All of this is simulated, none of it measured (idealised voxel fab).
Title: Process Module voxel gate over fins
Displayed cross-section: cut, width of 265 nm, square cells sized 5 nm.
A cross-section is written here as square cells arranged in a grid, and it is given in bands from the top down, each band taking up one or more rows of cells.
The entry gives the band's vertical extent as a top height and a bottom height in nm, then its horizontal make-up as materials from left to right, each with a width in nm. "blank" stands for empty space; a single material marked "full width" fills the band edge to edge.
We count height from 0. Below that, the starting wafer is all one material. The lowest band never ends at the bottom but goes on down; see "0 down" for how that is written.
With a width like "30 to 40", each row of cells in the band differs from the next by the same amount, the top row carrying the first number and the bottom row the second.
When a step is marked "remains unaltered", none of the cells in the cross-section changed during that step.
Entry "Voids, fully enclosed" = empty spaces >= 8 cells with no open way to the top; each as width x height at distance, distance from left edge, all nm.
Post-settings text on a step line: simulator's own remark regarding the step.
A step's line can hold "overlay nm"; with a mask on that step, the setting says how far right of the planned place the mask lay, while a negative setting says it lay to the left.

# Below is the list of planned process steps
| 1 | RECEIVE,material Si |
| 2 | CONFORMAL_DEP,material SiN,thk nm 10 |
| 3 | DIRECTIONAL_DEP,material aC,thk nm 10 |
| 4 | PATTERN,tone cover,mask id FINS,material resist,width nm 15,pitch nm 50,thk nm 25,overlay nm 0 |
| 5 | DIRECTIONAL_ETCH,etch materials aC,depth nm 10 |
| 6 | STRIP,etch materials resist |
| 7 | DIRECTIONAL_ETCH,etch materials SiN,depth nm 10 |
| 8 | DIRECTIONAL_ETCH,etch materials Si,depth nm 30 |
| 9 | STRIP,etch materials aC |
| 10 | FILL_DEP,material SiO2,thk nm 15 |
| 11 | CMP,height nm 10 |
| 12 | PATTERN,tone open,mask id RAIL,material resist,width nm 15,thk nm 20,overlay nm 0 |
| 13 | DIRECTIONAL_ETCH,etch materials SiO2,depth nm 35 |
| 14 | STRIP,etch materials resist |
| 15 | CONFORMAL_DEP,material TiN,thk nm 5 |
| 16 | FILL_DEP,material Ru,thk nm 5 |
| 17 | CMP,height nm 10 |
| 18 | SELECTIVE_ETCH,etch materials W Ru TiN,depth nm 25 |
| 19 | FILL_DEP,material SiO2,thk nm 5 |
| 20 | CMP,height nm 10 |
| 21 | SELECTIVE_ETCH,etch materials SiO2,depth nm 20 |
| 22 | STRIP,etch materials SiN |
| 23 | CONFORMAL_DEP,material HfO2,thk nm 5 |
| 24 | CONFORMAL_DEP,material TiN,thk nm 5 |
| 25 | CONFORMAL_DEP,material TiAl,thk nm 5 |
| 26 | CONFORMAL_DEP,material TiN,thk nm 5 |
| 27 | FILL_DEP,material W,thk nm 10 |
| 28 | CMP,height nm 25 |
| 29 | CONFORMAL_DEP,material SiN,thk nm 5 |

# First out of two wafers; run went to plan

# Cross-section of the incoming wafer, state after step 1
0 down = Si full width
Voids, fully enclosed: none

# The wafer, seen in cross-section, after step 2
10 to 0 = SiN full width
Below 0 it's all the same as before, nothing changed down there.

# The wafer, seen in cross-section, after step 3
20 to 10 = aC full width
Below 10 it's all the same as before, nothing changed down there.

# The wafer, seen in cross-section, after step 4
45 to 20 = 75 nm blank | 15 nm resist | 35 nm blank | 15 nm resist | 35 nm blank | 15 nm resist | 75 nm blank
Below 20 it's all the same as before, nothing changed down there.

# The wafer, seen in cross-section, after step 5
35 to 20 = 75 nm blank | 15 nm resist | 35 nm blank | 15 nm resist | 35 nm blank | 15 nm resist | 75 nm blank
20 to 10 = 75 nm blank | 15 nm aC | 35 nm blank | 15 nm aC | 35 nm blank | 15 nm aC | 75 nm blank
Below 10 it's all the same as before, nothing changed down there.

# The wafer, seen in cross-section, after step 6
20 to 10 = 75 nm blank | 15 nm aC | 35 nm blank | 15 nm aC | 35 nm blank | 15 nm aC | 75 nm blank
Below 10 it's all the same as before, nothing changed down there.

# The wafer, seen in cross-section, after step 7
20 to 10 = 75 nm blank | 15 nm aC | 35 nm blank | 15 nm aC | 35 nm blank | 15 nm aC | 75 nm blank
10 to 0 = 75 nm blank | 15 nm SiN | 35 nm blank | 15 nm SiN | 35 nm blank | 15 nm SiN | 75 nm blank
Below 0 it's all the same as before, nothing changed down there.

# The wafer, seen in cross-section, after step 8
20 to 10 = 75 nm blank | 15 nm aC | 35 nm blank | 15 nm aC | 35 nm blank | 15 nm aC | 75 nm blank
10 to 0 = 75 nm blank | 15 nm SiN | 35 nm blank | 15 nm SiN | 35 nm blank | 15 nm SiN | 75 nm blank
0 to -30 = 75 nm blank | 15 nm Si | 35 nm blank | 15 nm Si | 35 nm blank | 15 nm Si | 75 nm blank
Below -30 it's all the same as before, nothing changed down there.

# The wafer, seen in cross-section, after step 9
10 to 0 = 75 nm blank | 15 nm SiN | 35 nm blank | 15 nm SiN | 35 nm blank | 15 nm SiN | 75 nm blank
Below 0 it's all the same as before, nothing changed down there.

# The wafer, seen in cross-section, after step 10
25 to 10 = SiO2 full width
10 to 0 = 75 nm SiO2 | 15 nm SiN | 35 nm SiO2 | 15 nm SiN | 35 nm SiO2 | 15 nm SiN | 75 nm SiO2
0 to -30 = 75 nm SiO2 | 15 nm Si | 35 nm SiO2 | 15 nm Si | 35 nm SiO2 | 15 nm Si | 75 nm SiO2
Below -30 it's all the same as before, nothing changed down there.

# The wafer, seen in cross-section, after step 11
10 to 0 = 75 nm SiO2 | 15 nm SiN | 35 nm SiO2 | 15 nm SiN | 35 nm SiO2 | 15 nm SiN | 75 nm SiO2
Below 0 it's all the same as before, nothing changed down there.

# The wafer, seen in cross-section, after step 12
30 to 10 = 100 nm resist | 15 nm blank | 150 nm resist
Below 10 it's all the same as before, nothing changed down there.

# The wafer, seen in cross-section, after step 13
30 to 10 = 100 nm resist | 15 nm blank | 150 nm resist
10 to 0 = 75 nm SiO2 | 15 nm SiN | 10 nm SiO2 | 15 nm blank | 10 nm SiO2 | 15 nm SiN | 35 nm SiO2 | 15 nm SiN | 75 nm SiO2
0 to -25 = 75 nm SiO2 | 15 nm Si | 10 nm SiO2 | 15 nm blank | 10 nm SiO2 | 15 nm Si | 35 nm SiO2 | 15 nm Si | 75 nm SiO2
Below -25 it's all the same as before, nothing changed down there.

# The wafer, seen in cross-section, after step 14
10 to 0 = 75 nm SiO2 | 15 nm SiN | 10 nm SiO2 | 15 nm blank | 10 nm SiO2 | 15 nm SiN | 35 nm SiO2 | 15 nm SiN | 75 nm SiO2
Below 0 it's all the same as before, nothing changed down there.

# The wafer, seen in cross-section, after step 15
15 to 10 = 105 nm TiN | 5 nm blank | 155 nm TiN
10 to 0 = 75 nm SiO2 | 15 nm SiN | 10 nm SiO2 | 5 nm TiN | 5 nm blank | 5 nm TiN | 10 nm SiO2 | 15 nm SiN | 35 nm SiO2 | 15 nm SiN | 75 nm SiO2
0 to -20 = 75 nm SiO2 | 15 nm Si | 10 nm SiO2 | 5 nm TiN | 5 nm blank | 5 nm TiN | 10 nm SiO2 | 15 nm Si | 35 nm SiO2 | 15 nm Si | 75 nm SiO2
-20 to -25 = 75 nm SiO2 | 15 nm Si | 10 nm SiO2 | 15 nm TiN | 10 nm SiO2 | 15 nm Si | 35 nm SiO2 | 15 nm Si | 75 nm SiO2
Below -25 it's all the same as before, nothing changed down there.

# The wafer, seen in cross-section, after step 16
20 to 15 = Ru full width
15 to 10 = 105 nm TiN | 5 nm Ru | 155 nm TiN
10 to 0 = 75 nm SiO2 | 15 nm SiN | 10 nm SiO2 | 5 nm TiN | 5 nm Ru | 5 nm TiN | 10 nm SiO2 | 15 nm SiN | 35 nm SiO2 | 15 nm SiN | 75 nm SiO2
0 to -20 = 75 nm SiO2 | 15 nm Si | 10 nm SiO2 | 5 nm TiN | 5 nm Ru | 5 nm TiN | 10 nm SiO2 | 15 nm Si | 35 nm SiO2 | 15 nm Si | 75 nm SiO2
Below -20 it's all the same as before, nothing changed down there.

# The wafer, seen in cross-section, after step 17
10 to 0 = 75 nm SiO2 | 15 nm SiN | 10 nm SiO2 | 5 nm TiN | 5 nm Ru | 5 nm TiN | 10 nm SiO2 | 15 nm SiN | 35 nm SiO2 | 15 nm SiN | 75 nm SiO2
Below 0 it's all the same as before, nothing changed down there.

# The wafer, seen in cross-section, after step 18
10 to 0 = 75 nm SiO2 | 15 nm SiN | 10 nm SiO2 | 15 nm blank | 10 nm SiO2 | 15 nm SiN | 35 nm SiO2 | 15 nm SiN | 75 nm SiO2
0 to -15 = 75 nm SiO2 | 15 nm Si | 10 nm SiO2 | 15 nm blank | 10 nm SiO2 | 15 nm Si | 35 nm SiO2 | 15 nm Si | 75 nm SiO2
Below -15 it's all the same as before, nothing changed down there.

# The wafer, seen in cross-section, after step 19
15 to 10 = SiO2 full width
10 to 0 = 75 nm SiO2 | 15 nm SiN | 35 nm SiO2 | 15 nm SiN | 35 nm SiO2 | 15 nm SiN | 75 nm SiO2
0 to -15 = 75 nm SiO2 | 15 nm Si | 35 nm SiO2 | 15 nm Si | 35 nm SiO2 | 15 nm Si | 75 nm SiO2
Below -15 it's all the same as before, nothing changed down there.

# The wafer, seen in cross-section, after step 20
10 to 0 = 75 nm SiO2 | 15 nm SiN | 35 nm SiO2 | 15 nm SiN | 35 nm SiO2 | 15 nm SiN | 75 nm SiO2
Below 0 it's all the same as before, nothing changed down there.

# The wafer, seen in cross-section, after step 21
10 to 0 = 75 nm blank | 15 nm SiN | 35 nm blank | 15 nm SiN | 35 nm blank | 15 nm SiN | 75 nm blank
0 to -10 = 75 nm blank | 15 nm Si | 35 nm blank | 15 nm Si | 35 nm blank | 15 nm Si | 75 nm blank
Below -10 it's all the same as before, nothing changed down there.

# The wafer, seen in cross-section, after step 22
0 to -10 = 75 nm blank | 15 nm Si | 35 nm blank | 15 nm Si | 35 nm blank | 15 nm Si | 75 nm blank
Below -10 it's all the same as before, nothing changed down there.

# The wafer, seen in cross-section, after step 23
5 to 0 = 70 nm blank | 25 nm HfO2 | 25 nm blank | 25 nm HfO2 | 25 nm blank | 25 nm HfO2 | 70 nm blank
0 to -5 = 70 nm blank | 5 nm HfO2 | 15 nm Si | 5 nm HfO2 | 25 nm blank | 5 nm HfO2 | 15 nm Si | 5 nm HfO2 | 25 nm blank | 5 nm HfO2 | 15 nm Si | 5 nm HfO2 | 70 nm blank
-5 to -10 = 75 nm HfO2 | 15 nm Si | 35 nm HfO2 | 15 nm Si | 35 nm HfO2 | 15 nm Si | 75 nm HfO2
Below -10 it's all the same as before, nothing changed down there.

# The wafer, seen in cross-section, after step 24
10 to 5 = 65 nm blank | 35 nm TiN | 15 nm blank | 35 nm TiN | 15 nm blank | 35 nm TiN | 65 nm blank
5 to 0 = 65 nm blank | 5 nm TiN | 25 nm HfO2 | 5 nm TiN | 15 nm blank | 5 nm TiN | 25 nm HfO2 | 5 nm TiN | 15 nm blank | 5 nm TiN | 25 nm HfO2 | 5 nm TiN | 65 nm blank
0 to -5 = 70 nm TiN | 5 nm HfO2 | 15 nm Si | 5 nm HfO2 | 25 nm TiN | 5 nm HfO2 | 15 nm Si | 5 nm HfO2 | 25 nm TiN | 5 nm HfO2 | 15 nm Si | 5 nm HfO2 | 70 nm TiN
Below -5 it's all the same as before, nothing changed down there.

# The wafer, seen in cross-section, after step 25
15 to 10 = 60 nm blank | 45 nm TiAl | 5 nm blank | 45 nm TiAl | 5 nm blank | 45 nm TiAl | 60 nm blank
10 to 5 = 60 nm blank | 5 nm TiAl | 35 nm TiN | 5 nm TiAl | 5 nm blank | 5 nm TiAl | 35 nm TiN | 5 nm TiAl | 5 nm blank | 5 nm TiAl | 35 nm TiN | 5 nm TiAl | 60 nm blank
5 to 0 = 65 nm TiAl | 5 nm TiN | 25 nm HfO2 | 5 nm TiN | 15 nm TiAl | 5 nm TiN | 25 nm HfO2 | 5 nm TiN | 15 nm TiAl | 5 nm TiN | 25 nm HfO2 | 5 nm TiN | 65 nm TiAl
Below 0 it's all the same as before, nothing changed down there.

# The wafer, seen in cross-section, after step 26
20 to 15 = 55 nm blank | 155 nm TiN | 55 nm blank
15 to 10 = 55 nm blank | 5 nm TiN | 45 nm TiAl | 5 nm TiN | 45 nm TiAl | 5 nm TiN | 45 nm TiAl | 5 nm TiN | 55 nm blank
10 to 5 = 60 nm TiN | 5 nm TiAl | 35 nm TiN | 5 nm TiAl | 5 nm TiN | 5 nm TiAl | 35 nm TiN | 5 nm TiAl | 5 nm TiN | 5 nm TiAl | 35 nm TiN | 5 nm TiAl | 60 nm TiN
Below 5 it's all the same as before, nothing changed down there.

# The wafer, seen in cross-section, after step 27
30 to 20 = W full width
20 to 15 = 55 nm W | 155 nm TiN | 55 nm W
15 to 10 = 55 nm W | 5 nm TiN | 45 nm TiAl | 5 nm TiN | 45 nm TiAl | 5 nm TiN | 45 nm TiAl | 5 nm TiN | 55 nm W
Below 10 it's all the same as before, nothing changed down there.

# The wafer, seen in cross-section, after step 28
25 to 20 = W full width
Below 20 it's all the same as before, nothing changed down there.

# The wafer, seen in cross-section, after step 29
30 to 25 = SiN full width
Below 25 it's all the same as before, nothing changed down there.

# Okay, second wafer. Nothing different at the start, nothing different in the plan, just one mistake somewhere in the running. As far as step 7, counting that step, it's the first wafer all over again

# Cross-section, second wafer, at the end time the plan gives for step 8
20 to 10 = 75 nm blank | 15 nm aC | 35 nm blank | 15 nm aC | 35 nm blank | 15 nm aC | 75 nm blank
10 to 0 = 75 nm blank | 15 nm SiN | 35 nm blank | 15 nm SiN | 35 nm blank | 15 nm SiN | 75 nm blank
0 to -25 = 75 nm blank | 15 nm Si | 35 nm blank | 15 nm Si | 35 nm blank | 15 nm Si | 75 nm blank
Below -25 it's all the same as before, nothing changed down there.

# Cross-section, second wafer, at the end time the plan gives for step 9
10 to 0 = 75 nm blank | 15 nm SiN | 35 nm blank | 15 nm SiN | 35 nm blank | 15 nm SiN | 75 nm blank
Below 0 it's all the same as before, nothing changed down there.

# Cross-section, second wafer, at the end time the plan gives for step 10
25 to 10 = SiO2 full width
10 to 0 = 75 nm SiO2 | 15 nm SiN | 35 nm SiO2 | 15 nm SiN | 35 nm SiO2 | 15 nm SiN | 75 nm SiO2
0 to -25 = 75 nm SiO2 | 15 nm Si | 35 nm SiO2 | 15 nm Si | 35 nm SiO2 | 15 nm Si | 75 nm SiO2
Below -25 it's all the same as before, nothing changed down there.

# Cross-section, second wafer, at the end time the plan gives for step 11
10 to 0 = 75 nm SiO2 | 15 nm SiN | 35 nm SiO2 | 15 nm SiN | 35 nm SiO2 | 15 nm SiN | 75 nm SiO2
Below 0 it's all the same as before, nothing changed down there.

# Cross-section, second wafer, at the end time the plan gives for step 12
30 to 10 = 100 nm resist | 15 nm blank | 150 nm resist
Below 10 it's all the same as before, nothing changed down there.

# Cross-section, second wafer, at the end time the plan gives for step 13
30 to 10 = 100 nm resist | 15 nm blank | 150 nm resist
10 to 0 = 75 nm SiO2 | 15 nm SiN | 10 nm SiO2 | 15 nm blank | 10 nm SiO2 | 15 nm SiN | 35 nm SiO2 | 15 nm SiN | 75 nm SiO2
0 to -25 = 75 nm SiO2 | 15 nm Si | 10 nm SiO2 | 15 nm blank | 10 nm SiO2 | 15 nm Si | 35 nm SiO2 | 15 nm Si | 75 nm SiO2
Below -25 it's all the same as before, nothing changed down there.

# Cross-section, second wafer, at the end time the plan gives for step 14
10 to 0 = 75 nm SiO2 | 15 nm SiN | 10 nm SiO2 | 15 nm blank | 10 nm SiO2 | 15 nm SiN | 35 nm SiO2 | 15 nm SiN | 75 nm SiO2
Below 0 it's all the same as before, nothing changed down there.

# Cross-section, second wafer, at the end time the plan gives for step 15
15 to 10 = 105 nm TiN | 5 nm blank | 155 nm TiN
10 to 0 = 75 nm SiO2 | 15 nm SiN | 10 nm SiO2 | 5 nm TiN | 5 nm blank | 5 nm TiN | 10 nm SiO2 | 15 nm SiN | 35 nm SiO2 | 15 nm SiN | 75 nm SiO2
0 to -20 = 75 nm SiO2 | 15 nm Si | 10 nm SiO2 | 5 nm TiN | 5 nm blank | 5 nm TiN | 10 nm SiO2 | 15 nm Si | 35 nm SiO2 | 15 nm Si | 75 nm SiO2
-20 to -25 = 75 nm SiO2 | 15 nm Si | 10 nm SiO2 | 15 nm TiN | 10 nm SiO2 | 15 nm Si | 35 nm SiO2 | 15 nm Si | 75 nm SiO2
Below -25 it's all the same as before, nothing changed down there.

# Cross-section, second wafer, at the end time the plan gives for step 16
20 to 15 = Ru full width
15 to 10 = 105 nm TiN | 5 nm Ru | 155 nm TiN
10 to 0 = 75 nm SiO2 | 15 nm SiN | 10 nm SiO2 | 5 nm TiN | 5 nm Ru | 5 nm TiN | 10 nm SiO2 | 15 nm SiN | 35 nm SiO2 | 15 nm SiN | 75 nm SiO2
0 to -20 = 75 nm SiO2 | 15 nm Si | 10 nm SiO2 | 5 nm TiN | 5 nm Ru | 5 nm TiN | 10 nm SiO2 | 15 nm Si | 35 nm SiO2 | 15 nm Si | 75 nm SiO2
Below -20 it's all the same as before, nothing changed down there.

# Cross-section, second wafer, at the end time the plan gives for step 17
10 to 0 = 75 nm SiO2 | 15 nm SiN | 10 nm SiO2 | 5 nm TiN | 5 nm Ru | 5 nm TiN | 10 nm SiO2 | 15 nm SiN | 35 nm SiO2 | 15 nm SiN | 75 nm SiO2
Below 0 it's all the same as before, nothing changed down there.

# Cross-section, second wafer, at the end time the plan gives for step 18
10 to 0 = 75 nm SiO2 | 15 nm SiN | 10 nm SiO2 | 15 nm blank | 10 nm SiO2 | 15 nm SiN | 35 nm SiO2 | 15 nm SiN | 75 nm SiO2
0 to -15 = 75 nm SiO2 | 15 nm Si | 10 nm SiO2 | 15 nm blank | 10 nm SiO2 | 15 nm Si | 35 nm SiO2 | 15 nm Si | 75 nm SiO2
Below -15 it's all the same as before, nothing changed down there.

# Cross-section, second wafer, at the end time the plan gives for step 19
15 to 10 = SiO2 full width
10 to 0 = 75 nm SiO2 | 15 nm SiN | 35 nm SiO2 | 15 nm SiN | 35 nm SiO2 | 15 nm SiN | 75 nm SiO2
0 to -15 = 75 nm SiO2 | 15 nm Si | 35 nm SiO2 | 15 nm Si | 35 nm SiO2 | 15 nm Si | 75 nm SiO2
Below -15 it's all the same as before, nothing changed down there.

# Cross-section, second wafer, at the end time the plan gives for step 20
10 to 0 = 75 nm SiO2 | 15 nm SiN | 35 nm SiO2 | 15 nm SiN | 35 nm SiO2 | 15 nm SiN | 75 nm SiO2
Below 0 it's all the same as before, nothing changed down there.

# Cross-section, second wafer, at the end time the plan gives for step 21
10 to 0 = 75 nm blank | 15 nm SiN | 35 nm blank | 15 nm SiN | 35 nm blank | 15 nm SiN | 75 nm blank
0 to -10 = 75 nm blank | 15 nm Si | 35 nm blank | 15 nm Si | 35 nm blank | 15 nm Si | 75 nm blank
Below -10 it's all the same as before, nothing changed down there.

# Cross-section, second wafer, at the end time the plan gives for step 22
0 to -10 = 75 nm blank | 15 nm Si | 35 nm blank | 15 nm Si | 35 nm blank | 15 nm Si | 75 nm blank
Below -10 it's all the same as before, nothing changed down there.

# Cross-section, second wafer, at the end time the plan gives for step 23
5 to 0 = 70 nm blank | 25 nm HfO2 | 25 nm blank | 25 nm HfO2 | 25 nm blank | 25 nm HfO2 | 70 nm blank
0 to -5 = 70 nm blank | 5 nm HfO2 | 15 nm Si | 5 nm HfO2 | 25 nm blank | 5 nm HfO2 | 15 nm Si | 5 nm HfO2 | 25 nm blank | 5 nm HfO2 | 15 nm Si | 5 nm HfO2 | 70 nm blank
-5 to -10 = 75 nm HfO2 | 15 nm Si | 35 nm HfO2 | 15 nm Si | 35 nm HfO2 | 15 nm Si | 75 nm HfO2
Below -10 it's all the same as before, nothing changed down there.

# Cross-section, second wafer, at the end time the plan gives for step 24
10 to 5 = 65 nm blank | 35 nm TiN | 15 nm blank | 35 nm TiN | 15 nm blank | 35 nm TiN | 65 nm blank
5 to 0 = 65 nm blank | 5 nm TiN | 25 nm HfO2 | 5 nm TiN | 15 nm blank | 5 nm TiN | 25 nm HfO2 | 5 nm TiN | 15 nm blank | 5 nm TiN | 25 nm HfO2 | 5 nm TiN | 65 nm blank
0 to -5 = 70 nm TiN | 5 nm HfO2 | 15 nm Si | 5 nm HfO2 | 25 nm TiN | 5 nm HfO2 | 15 nm Si | 5 nm HfO2 | 25 nm TiN | 5 nm HfO2 | 15 nm Si | 5 nm HfO2 | 70 nm TiN
Below -5 it's all the same as before, nothing changed down there.

# Cross-section, second wafer, at the end time the plan gives for step 25
15 to 10 = 60 nm blank | 45 nm TiAl | 5 nm blank | 45 nm TiAl | 5 nm blank | 45 nm TiAl | 60 nm blank
10 to 5 = 60 nm blank | 5 nm TiAl | 35 nm TiN | 5 nm TiAl | 5 nm blank | 5 nm TiAl | 35 nm TiN | 5 nm TiAl | 5 nm blank | 5 nm TiAl | 35 nm TiN | 5 nm TiAl | 60 nm blank
5 to 0 = 65 nm TiAl | 5 nm TiN | 25 nm HfO2 | 5 nm TiN | 15 nm TiAl | 5 nm TiN | 25 nm HfO2 | 5 nm TiN | 15 nm TiAl | 5 nm TiN | 25 nm HfO2 | 5 nm TiN | 65 nm TiAl
Below 0 it's all the same as before, nothing changed down there.

# Cross-section, second wafer, at the end time the plan gives for step 26
20 to 15 = 55 nm blank | 155 nm TiN | 55 nm blank
15 to 10 = 55 nm blank | 5 nm TiN | 45 nm TiAl | 5 nm TiN | 45 nm TiAl | 5 nm TiN | 45 nm TiAl | 5 nm TiN | 55 nm blank
10 to 5 = 60 nm TiN | 5 nm TiAl | 35 nm TiN | 5 nm TiAl | 5 nm TiN | 5 nm TiAl | 35 nm TiN | 5 nm TiAl | 5 nm TiN | 5 nm TiAl | 35 nm TiN | 5 nm TiAl | 60 nm TiN
Below 5 it's all the same as before, nothing changed down there.

# Cross-section, second wafer, at the end time the plan gives for step 27
30 to 20 = W full width
20 to 15 = 55 nm W | 155 nm TiN | 55 nm W
15 to 10 = 55 nm W | 5 nm TiN | 45 nm TiAl | 5 nm TiN | 45 nm TiAl | 5 nm TiN | 45 nm TiAl | 5 nm TiN | 55 nm W
Below 10 it's all the same as before, nothing changed down there.

# Cross-section, second wafer, at the end time the plan gives for step 28
25 to 20 = W full width
Below 20 it's all the same as before, nothing changed down there.

# Cross-section, second wafer, at the end time the plan gives for step 29
30 to 25 = SiN full width
Below 25 it's all the same as before, nothing changed down there.
Error vs. plan: step 8 went in with a setting other than planned; the actual run was DIRECTIONAL_ETCH,etch materials Si,depth nm 25
Counted in cells at the end, the second wafer holds more or fewer of these materials than the first: 44 more of Si, 44 fewer of SiO2
